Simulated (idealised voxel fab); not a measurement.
process module | voxel released beams
Cross-section cut spans 285 nm and uses square cells 5 nm in size.
The cross-sections in this document take the form of a grid made of square cells. They are written out as bands, in order from top to bottom. Each band consists of one or more rows of cells. A band entry consists of two parts. The first gives the height of the band's top and the height of its bottom, in nm. The rest lists the band's materials from left to right, each with its width in nm. A single material labelled with the word "everywhere" fills the band from edge to edge, and the word "blank" marks empty space. Heads up on the height convention: 0 is the point under which the incoming wafer is all one material, and the lowest band has no bottom, it just keeps going down, like "0 nm and below". With a width like "30 to 40", each row of cells in the band differs from the next by the same amount, the top row carrying the first number and the bottom row the second. "identical to before" -> step changed no cross-section cell. Each empty space that has no open way to the top and spans at least 8 cells appears under "Closed void table" as width x height at distance, the distance counted from the left edge, all in nm. What comes after the settings on a step's line is commentary from the simulator itself on that step. Among the settings permitted on a step's line is "overlay nm"; applied to a step with a mask, it specifies the extent to which the mask lay to the right of its planned position, whereas a negative figure signifies a position to the left.

# Below is the list of planned process steps
step 1: op RECEIVE | material Si
step 2: op CONFORMAL_DEP | material SiN | thk nm 5
step 3: op DIRECTIONAL_DEP | material SiO2 | thk nm 20
step 4: op PATTERN | tone open | mask id ANCHOR | material resist | width nm 30 | thk nm 15 | overlay nm 0
step 5: op DIRECTIONAL_ETCH | etch materials SiO2 | depth nm 20
step 6: op STRIP | etch materials resist
step 7: op CONFORMAL_DEP | material TiN | thk nm 10
step 8: op DIRECTIONAL_DEP | material aC | thk nm 10
step 9: op PATTERN | tone cover | mask id BEAM | material resist | width nm 110 | thk nm 25 | overlay nm 0
step 10: op DIRECTIONAL_ETCH | etch materials aC | depth nm 10
step 11: op STRIP | etch materials resist
step 12: op DIRECTIONAL_ETCH | etch materials TiN | depth nm 10
step 13: op STRIP | etch materials aC
step 14: op STRIP | etch materials SiO2

# Of two wafers, the first: run according to plan

# Cross-sectional view of the wafer in its as-received condition, corresponding to the state after step 1
* 0 nm and below = Si everywhere
* Closed void table: none

# Once step 2 is through, the wafer looks like this in cross-section
* 5 nm to 0 nm = SiN everywhere
* Lower than 0, everything is as it was.

# Once step 3 is through, the wafer looks like this in cross-section
* 25 nm to 5 nm = SiO2 everywhere
* Lower than 5, everything is as it was.

# Once step 4 is through, the wafer looks like this in cross-section
* 40 nm to 25 nm = resist=90  blank=30  resist=165
* Lower than 25, everything is as it was.

# Once step 5 is through, the wafer looks like this in cross-section
* 40 nm to 25 nm = resist=90  blank=30  resist=165
* 25 nm to 5 nm = SiO2=90  blank=30  SiO2=165
* Lower than 5, everything is as it was.

# Once step 6 is through, the wafer looks like this in cross-section
* 25 nm to 5 nm = SiO2=90  blank=30  SiO2=165
* Lower than 5, everything is as it was.

# Once step 7 is through, the wafer looks like this in cross-section
* 35 nm to 25 nm = TiN=100  blank=10  TiN=175
* 25 nm to 15 nm = SiO2=90  TiN=10  blank=10  TiN=10  SiO2=165
* 15 nm to 5 nm = SiO2=90  TiN=30  SiO2=165
* Lower than 5, everything is as it was.

# Once step 8 is through, the wafer looks like this in cross-section
* 45 nm to 35 nm = aC=100  blank=10  aC=175
* 35 nm to 25 nm = TiN=100  blank=10  TiN=175
* 25 nm to 15 nm = SiO2=90  TiN=10  aC=10  TiN=10  SiO2=165
* Lower than 15, everything is as it was.

# Once step 9 is through, the wafer looks like this in cross-section
* 70 nm to 45 nm = blank=85  resist=110  blank=90
* 45 nm to 35 nm = aC=100  resist=10  aC=175
* 35 nm to 25 nm = TiN=100  resist=10  TiN=175
* Lower than 25, everything is as it was.

# Once step 10 is through, the wafer looks like this in cross-section
* 60 nm to 45 nm = blank=85  resist=110  blank=90
* 45 nm to 35 nm = blank=85  aC=15  resist=10  aC=85  blank=90
* Lower than 35, everything is as it was.

# Once step 11 is through, the wafer looks like this in cross-section
* 45 nm to 35 nm = blank=85  aC=15  blank=10  aC=85  blank=90
* 35 nm to 25 nm = TiN=100  blank=10  TiN=175
* Lower than 25, everything is as it was.

# Once step 12 is through, the wafer looks like this in cross-section
* 45 nm to 35 nm = blank=85  aC=15  blank=10  aC=85  blank=90
* 35 nm to 25 nm = blank=85  TiN=15  blank=10  TiN=85  blank=90
* Lower than 25, everything is as it was.

# Once step 13 is through, the wafer looks like this in cross-section
* 35 nm to 25 nm = blank=85  TiN=15  blank=10  TiN=85  blank=90
* 25 nm to 15 nm = SiO2=90  TiN=10  blank=10  TiN=10  SiO2=165
* Lower than 15, everything is as it was.

# Once step 14 is through, the wafer looks like this in cross-section
* 35 nm to 25 nm = blank=85  TiN=15  blank=10  TiN=85  blank=90
* 25 nm to 15 nm = blank=90  TiN=10  blank=10  TiN=10  blank=165
* 15 nm to 5 nm = blank=90  TiN=30  blank=165
* Lower than 5, everything is as it was.

# Second wafer. Start and plan as for the first. One mistake made in running. Agrees with the first up to and including step 1

# Cross-sectional view of the second wafer at the intended end time of process step 2
* 20 nm to 0 nm = SiO2 everywhere
* Lower than 0, everything is as it was.

# Cross-sectional view of the second wafer at the intended end time of process step 3
* 25 nm to 20 nm = SiN everywhere
* Lower than 20, everything is as it was.

# Cross-sectional view of the second wafer at the intended end time of process step 4
* 40 nm to 25 nm = resist=90  blank=30  resist=165
* Lower than 25, everything is as it was.

Cross-sectional view of the second wafer at the intended end time of process step 5: identical to before

# Cross-sectional view of the second wafer at the intended end time of process step 6
* 25 nm to 20 nm = SiN everywhere
* Lower than 20, everything is as it was.

# Cross-sectional view of the second wafer at the intended end time of process step 7
* 35 nm to 25 nm = TiN everywhere
* Lower than 25, everything is as it was.

# Cross-sectional view of the second wafer at the intended end time of process step 8
* 45 nm to 35 nm = aC everywhere
* Lower than 35, everything is as it was.

# Cross-sectional view of the second wafer at the intended end time of process step 9
* 70 nm to 45 nm = blank=85  resist=110  blank=90
* Lower than 45, everything is as it was.

# Cross-sectional view of the second wafer at the intended end time of process step 10
* 60 nm to 45 nm = blank=85  resist=110  blank=90
* 45 nm to 35 nm = blank=85  aC=110  blank=90
* Lower than 35, everything is as it was.

# Cross-sectional view of the second wafer at the intended end time of process step 11
* 45 nm to 35 nm = blank=85  aC=110  blank=90
* Lower than 35, everything is as it was.

# Cross-sectional view of the second wafer at the intended end time of process step 12
* 45 nm to 35 nm = blank=85  aC=110  blank=90
* 35 nm to 25 nm = blank=85  TiN=110  blank=90
* Lower than 25, everything is as it was.

# Cross-sectional view of the second wafer at the intended end time of process step 13
* 35 nm to 25 nm = blank=85  TiN=110  blank=90
* Lower than 25, everything is as it was.

Cross-sectional view of the second wafer at the intended end time of process step 14: identical to before
The mistake made against the process plan was this: plan steps 2 and 3 run swapped
Final comparison by cell count, materials where the second wafer has more or fewer than the first: SiO2: 228 more | TiN: 16 fewer
